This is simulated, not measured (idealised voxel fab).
process module | voxel self aligned contacts
cross-section cut | 290 nm wide | cells 5 nm
A cross-section is a grid of square cells, given in bands from the top down. A band is one or more rows of cells.
Each band's line starts with the height of the band's top and of its bottom, in nm. Then come its materials from left to right, each with its width in nm. One material with "throughout" fills the band from edge to edge. "air" is empty space.
Height 0 is the level under which the wafer as received is all one material. The lowest band goes on downwards, as in "0 down".
A width such as "30 to 40" changes by the same amount from each row of cells to the next, from the band's top row to its bottom row.
"no change" after a step means that no cell of the cross-section changed.
closed voids: empty space of 8 cells or more with no open way to the top, each as width x height at its distance from the left edge, in nm
after a step's settings: what the simulator itself notes on the step
overlay nm, on a step with a mask: how far to the right of its planned place the mask lay; to the left if negative
plan
1 op RECEIVE | material Si
2 op CONFORMAL_DEP | material SiO2 | thk nm 5
3 op DIRECTIONAL_DEP | material polySi | thk nm 30
4 op DIRECTIONAL_DEP | material SiN | thk nm 15
5 op DIRECTIONAL_DEP | material aC | thk nm 10
6 op PATTERN | tone cover | mask id GATE | material resist | width nm 35 | pitch nm 70 | thk nm 25 | overlay nm 0
7 op DIRECTIONAL_ETCH | etch materials aC | depth nm 10
8 op STRIP | etch materials resist
9 op DIRECTIONAL_ETCH | etch materials SiN | depth nm 15
10 op DIRECTIONAL_ETCH | etch materials polySi | depth nm 30
11 op STRIP | etch materials aC
12 op CONFORMAL_DEP | material SiN | thk nm 5
13 op DIRECTIONAL_ETCH | etch materials SiN | depth nm 5
14 op FILL_DEP | material SiO2 | thk nm 15
15 op CMP | height nm 60
16 op PATTERN | tone open | mask id CONTACT | material resist | width nm 55 | thk nm 15 | overlay nm 0
17 op DIRECTIONAL_ETCH | etch materials SiO2 | depth nm 60
18 op STRIP | etch materials resist
19 op CONFORMAL_DEP | material TiN | thk nm 5
20 op FILL_DEP | material W | thk nm 10
21 op CMP | height nm 60
22 op CONFORMAL_DEP | material SiN | thk nm 5
first wafer, as planned
as received, after step 1
  0 down: Si throughout
  closed voids: none
after step 2
  5 to 0: SiO2 throughout
  below 0: unchanged
after step 3
  35 to 5: polySi throughout
  below 5: unchanged
after step 4
  50 to 35: SiN throughout
  below 35: unchanged
after step 5
  60 to 50: aC throughout
  below 50: unchanged
after step 6
  85 to 60: air 90 | resist 35 | air 35 | resist 35 | air 95
  below 60: unchanged
after step 7
  75 to 60: air 90 | resist 35 | air 35 | resist 35 | air 95
  60 to 50: air 90 | aC 35 | air 35 | aC 35 | air 95
  below 50: unchanged
after step 8
  60 to 50: air 90 | aC 35 | air 35 | aC 35 | air 95
  below 50: unchanged
after step 9
  60 to 50: air 90 | aC 35 | air 35 | aC 35 | air 95
  50 to 35: air 90 | SiN 35 | air 35 | SiN 35 | air 95
  below 35: unchanged
after step 10
  60 to 50: air 90 | aC 35 | air 35 | aC 35 | air 95
  50 to 35: air 90 | SiN 35 | air 35 | SiN 35 | air 95
  35 to 5: air 90 | polySi 35 | air 35 | polySi 35 | air 95
  below 5: unchanged
after step 11
  50 to 35: air 90 | SiN 35 | air 35 | SiN 35 | air 95
  below 35: unchanged
after step 12
  55 to 35: air 85 | SiN 45 | air 25 | SiN 45 | air 90
  35 to 10: air 85 | SiN 5 | polySi 35 | SiN 5 | air 25 | SiN 5 | polySi 35 | SiN 5 | air 90
  10 to 5: SiN 90 | polySi 35 | SiN 35 | polySi 35 | SiN 95
  below 5: unchanged
after step 13
  50 to 35: air 85 | SiN 45 | air 25 | SiN 45 | air 90
  35 to 5: air 85 | SiN 5 | polySi 35 | SiN 5 | air 25 | SiN 5 | polySi 35 | SiN 5 | air 90
  below 5: unchanged
after step 14
  65 to 50: SiO2 throughout
  50 to 35: SiO2 85 | SiN 45 | SiO2 25 | SiN 45 | SiO2 90
  35 to 5: SiO2 85 | SiN 5 | polySi 35 | SiN 5 | SiO2 25 | SiN 5 | polySi 35 | SiN 5 | SiO2 90
  below 5: unchanged
after step 15
  60 to 50: SiO2 throughout
  below 50: unchanged
after step 16
  75 to 60: resist 115 | air 55 | resist 120
  below 60: unchanged
after step 17
  75 to 60: resist 115 | air 55 | resist 120
  60 to 50: SiO2 115 | air 55 | SiO2 120
  50 to 35: SiO2 85 | SiN 45 | air 25 | SiN 45 | SiO2 90
  35 to 5: SiO2 85 | SiN 5 | polySi 35 | SiN 5 | air 25 | SiN 5 | polySi 35 | SiN 5 | SiO2 90
  5 to 0: SiO2 130 | air 25 | SiO2 135
  below 0: unchanged
after step 18
  60 to 50: SiO2 115 | air 55 | SiO2 120
  below 50: unchanged
after step 19
  65 to 60: TiN 120 | air 45 | TiN 125
  60 to 50: SiO2 115 | TiN 5 to 20 | air 45 to 15 | TiN 5 to 20 | SiO2 120
  50 to 35: SiO2 85 | SiN 45 | TiN 5 | air 15 | TiN 5 | SiN 45 | SiO2 90
  35 to 5: SiO2 85 | SiN 5 | polySi 35 | SiN 5 | TiN 5 | air 15 | TiN 5 | SiN 5 | polySi 35 | SiN 5 | SiO2 90
  5 to 0: SiO2 130 | TiN 25 | SiO2 135
  below 0: unchanged
after step 20
  75 to 65: W throughout
  65 to 60: TiN 120 | W 45 | TiN 125
  60 to 50: SiO2 115 | TiN 5 to 20 | W 45 to 15 | TiN 5 to 20 | SiO2 120
  50 to 35: SiO2 85 | SiN 45 | TiN 5 | W 15 | TiN 5 | SiN 45 | SiO2 90
  35 to 5: SiO2 85 | SiN 5 | polySi 35 | SiN 5 | TiN 5 | W 15 | TiN 5 | SiN 5 | polySi 35 | SiN 5 | SiO2 90
  below 5: unchanged
after step 21
  60 to 50: SiO2 115 | TiN 5 to 20 | W 45 to 15 | TiN 5 to 20 | SiO2 120
  below 50: unchanged
after step 22
  65 to 60: SiN throughout
  below 60: unchanged
second wafer: like start, like plan, one mistake. Through step 15 it matches the first wafer
when step 16 should have ended
  75 to 60: resist 120 | air 55 | resist 115
  below 60: unchanged
when step 17 should have ended
  75 to 60: resist 120 | air 55 | resist 115
  60 to 50: SiO2 120 | air 55 | SiO2 115
  50 to 35: SiO2 85 | SiN 45 | air 25 | SiN 45 | SiO2 90
  35 to 5: SiO2 85 | SiN 5 | polySi 35 | SiN 5 | air 25 | SiN 5 | polySi 35 | SiN 5 | SiO2 90
  5 to 0: SiO2 130 | air 25 | SiO2 135
  below 0: unchanged
when step 18 should have ended
  60 to 50: SiO2 120 | air 55 | SiO2 115
  below 50: unchanged
when step 19 should have ended
  65 to 60: TiN 125 | air 45 | TiN 120
  60 to 50: SiO2 120 | TiN 5 to 15 | air 45 to 15 | TiN 5 to 25 | SiO2 115
  50 to 35: SiO2 85 | SiN 45 | TiN 5 | air 15 | TiN 5 | SiN 45 | SiO2 90
  35 to 5: SiO2 85 | SiN 5 | polySi 35 | SiN 5 | TiN 5 | air 15 | TiN 5 | SiN 5 | polySi 35 | SiN 5 | SiO2 90
  5 to 0: SiO2 130 | TiN 25 | SiO2 135
  below 0: unchanged
when step 20 should have ended
  75 to 65: W throughout
  65 to 60: TiN 125 | W 45 | TiN 120
  60 to 50: SiO2 120 | TiN 5 to 15 | W 45 to 15 | TiN 5 to 25 | SiO2 115
  50 to 35: SiO2 85 | SiN 45 | TiN 5 | W 15 | TiN 5 | SiN 45 | SiO2 90
  35 to 5: SiO2 85 | SiN 5 | polySi 35 | SiN 5 | TiN 5 | W 15 | TiN 5 | SiN 5 | polySi 35 | SiN 5 | SiO2 90
  below 5: unchanged
when step 21 should have ended
  60 to 50: SiO2 120 | TiN 5 to 15 | W 45 to 15 | TiN 5 to 25 | SiO2 115
  below 50: unchanged
when step 22 should have ended
  65 to 60: SiN throughout
  below 60: unchanged
what went wrong: step 16 ran as: op PATTERN | tone open | mask id CONTACT | material resist | width nm 55 | thk nm 15 | overlay nm 5
at the end the second wafer has, in cells: as many of each material as the first, in other places
